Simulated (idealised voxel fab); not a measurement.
process module | voxel self aligned contacts
cross-section cut | 300 nm wide | cells 5 nm
A cross-section is a grid of square cells, given in bands from the top down. A band is one or more rows of cells.
Each band's line starts with the height of the band's top and of its bottom, in nm. Then come its materials from left to right, each with its width in nm. One material with "throughout" fills the band from edge to edge. "air" is empty space.
Height 0 is the level under which the wafer as received is all one material. The lowest band goes on downwards, as in "0 down".
A width such as "30 to 40" changes by the same amount from each row of cells to the next, from the band's top row to its bottom row.
"no change" after a step means that no cell of the cross-section changed.
closed voids: empty space of 8 cells or more with no open way to the top, each as width x height at its distance from the left edge, in nm
after a step's settings: what the simulator itself notes on the step
overlay nm, on a step with a mask: how far to the right of its planned place the mask lay; to the left if negative
plan
1 op RECEIVE | material Si
2 op OXIDIZE | depth nm 5
3 op DIRECTIONAL_DEP | material polySi | thk nm 30
4 op DIRECTIONAL_DEP | material SiN | thk nm 15
5 op DIRECTIONAL_DEP | material aC | thk nm 15
6 op PATTERN | tone cover | mask id GATE | material resist | width nm 30 | pitch nm 55 | thk nm 30 | overlay nm 0
7 op DIRECTIONAL_ETCH | etch materials aC | depth nm 15
8 op STRIP | etch materials resist
9 op DIRECTIONAL_ETCH | etch materials SiN | depth nm 15
10 op DIRECTIONAL_ETCH | etch materials polySi | depth nm 30
11 op STRIP | etch materials aC
12 op CONFORMAL_DEP | material SiN | thk nm 5
13 op DIRECTIONAL_ETCH | etch materials SiN | depth nm 5
14 op FILL_DEP | material SiO2 | thk nm 15
15 op CMP | height nm 50
16 op MASKED_ETCH | tone open | mask id CONTACT | width nm 35 | etch materials SiO2 | depth nm 55 | overlay nm 0
17 op CONFORMAL_DEP | material TiN | thk nm 5
18 op FILL_DEP | material Ru | thk nm 5
19 op CMP | height nm 50
20 op CONFORMAL_DEP | material SiCN | thk nm 5
first wafer, as planned
as received, after step 1
  0 down: Si throughout
  closed voids: none
after step 2
  0 to -5: SiO2 throughout
  below -5: unchanged
after step 3
  30 to 0: polySi throughout
  below 0: unchanged
after step 4
  45 to 30: SiN throughout
  below 30: unchanged
after step 5
  60 to 45: aC throughout
  below 45: unchanged
after step 6
  90 to 60: air 105 | resist 30 | air 25 | resist 30 | air 110
  below 60: unchanged
after step 7
  75 to 60: air 105 | resist 30 | air 25 | resist 30 | air 110
  60 to 45: air 105 | aC 30 | air 25 | aC 30 | air 110
  below 45: unchanged
after step 8
  60 to 45: air 105 | aC 30 | air 25 | aC 30 | air 110
  below 45: unchanged
after step 9
  60 to 45: air 105 | aC 30 | air 25 | aC 30 | air 110
  45 to 30: air 105 | SiN 30 | air 25 | SiN 30 | air 110
  below 30: unchanged
after step 10
  60 to 45: air 105 | aC 30 | air 25 | aC 30 | air 110
  45 to 30: air 105 | SiN 30 | air 25 | SiN 30 | air 110
  30 to 0: air 105 | polySi 30 | air 25 | polySi 30 | air 110
  below 0: unchanged
after step 11
  45 to 30: air 105 | SiN 30 | air 25 | SiN 30 | air 110
  below 30: unchanged
after step 12
  50 to 30: air 100 | SiN 40 | air 15 | SiN 40 | air 105
  30 to 5: air 100 | SiN 5 | polySi 30 | SiN 5 | air 15 | SiN 5 | polySi 30 | SiN 5 | air 105
  5 to 0: SiN 105 | polySi 30 | SiN 25 | polySi 30 | SiN 110
  below 0: unchanged
after step 13
  45 to 30: air 100 | SiN 40 | air 15 | SiN 40 | air 105
  30 to 0: air 100 | SiN 5 | polySi 30 | SiN 5 | air 15 | SiN 5 | polySi 30 | SiN 5 | air 105
  below 0: unchanged
after step 14
  60 to 45: SiO2 throughout
  45 to 30: SiO2 100 | SiN 40 | SiO2 15 | SiN 40 | SiO2 105
  30 to 0: SiO2 100 | SiN 5 | polySi 30 | SiN 5 | SiO2 15 | SiN 5 | polySi 30 | SiN 5 | SiO2 105
  below 0: unchanged
after step 15
  50 to 45: SiO2 throughout
  below 45: unchanged
after step 16
  50 to 45: SiO2 130 | air 35 | SiO2 135
  45 to 30: SiO2 100 | SiN 40 | air 15 | SiN 40 | SiO2 105
  30 to 0: SiO2 100 | SiN 5 | polySi 30 | SiN 5 | air 15 | SiN 5 | polySi 30 | SiN 5 | SiO2 105
  0 to -5: SiO2 140 | air 15 | SiO2 145
  below -5: unchanged
after step 17
  55 to 50: TiN 135 | air 25 | TiN 140
  50 to 45: SiO2 130 | TiN 15 | air 5 | TiN 15 | SiO2 135
  45 to 30: SiO2 100 | SiN 40 | TiN 5 | air 5 | TiN 5 | SiN 40 | SiO2 105
  30 to 0: SiO2 100 | SiN 5 | polySi 30 | SiN 5 | TiN 5 | air 5 | TiN 5 | SiN 5 | polySi 30 | SiN 5 | SiO2 105
  0 to -5: SiO2 140 | TiN 15 | SiO2 145
  below -5: unchanged
after step 18
  60 to 55: Ru throughout
  55 to 50: TiN 135 | Ru 25 | TiN 140
  50 to 45: SiO2 130 | TiN 15 | Ru 5 | TiN 15 | SiO2 135
  45 to 30: SiO2 100 | SiN 40 | TiN 5 | Ru 5 | TiN 5 | SiN 40 | SiO2 105
  30 to 0: SiO2 100 | SiN 5 | polySi 30 | SiN 5 | TiN 5 | Ru 5 | TiN 5 | SiN 5 | polySi 30 | SiN 5 | SiO2 105
  below 0: unchanged
after step 19
  50 to 45: SiO2 130 | TiN 15 | Ru 5 | TiN 15 | SiO2 135
  below 45: unchanged
after step 20
  55 to 50: SiCN throughout
  below 50: unchanged
second wafer: like start, like plan, one mistake. Through step 15 it matches the first wafer
when step 16 should have ended
  50 to 45: SiO2 120 | air 35 | SiO2 145
  45 to 30: SiO2 100 | SiN 40 | air 15 | SiN 40 | SiO2 105
  30 to 0: SiO2 100 | SiN 5 | polySi 30 | SiN 5 | air 15 | SiN 5 | polySi 30 | SiN 5 | SiO2 105
  0 to -5: SiO2 140 | air 15 | SiO2 145
  below -5: unchanged
when step 17 should have ended
  55 to 50: TiN 125 | air 25 | TiN 150
  50 to 45: SiO2 120 | TiN 25 | air 5 | TiN 5 | SiO2 145
  45 to 30: SiO2 100 | SiN 40 | TiN 5 | air 5 | TiN 5 | SiN 40 | SiO2 105
  30 to 0: SiO2 100 | SiN 5 | polySi 30 | SiN 5 | TiN 5 | air 5 | TiN 5 | SiN 5 | polySi 30 | SiN 5 | SiO2 105
  0 to -5: SiO2 140 | TiN 15 | SiO2 145
  below -5: unchanged
when step 18 should have ended
  60 to 55: Ru throughout
  55 to 50: TiN 125 | Ru 25 | TiN 150
  50 to 45: SiO2 120 | TiN 25 | Ru 5 | TiN 5 | SiO2 145
  45 to 30: SiO2 100 | SiN 40 | TiN 5 | Ru 5 | TiN 5 | SiN 40 | SiO2 105
  30 to 0: SiO2 100 | SiN 5 | polySi 30 | SiN 5 | TiN 5 | Ru 5 | TiN 5 | SiN 5 | polySi 30 | SiN 5 | SiO2 105
  below 0: unchanged
when step 19 should have ended
  50 to 45: SiO2 120 | TiN 25 | Ru 5 | TiN 5 | SiO2 145
  below 45: unchanged
when step 20 should have ended
  55 to 50: SiCN throughout
  below 50: unchanged
what went wrong: step 16 ran as: op MASKED_ETCH | tone open | mask id CONTACT | width nm 35 | etch materials SiO2 | depth nm 55 | overlay nm -10
at the end the second wafer has, in cells: as many of each material as the first, in other places
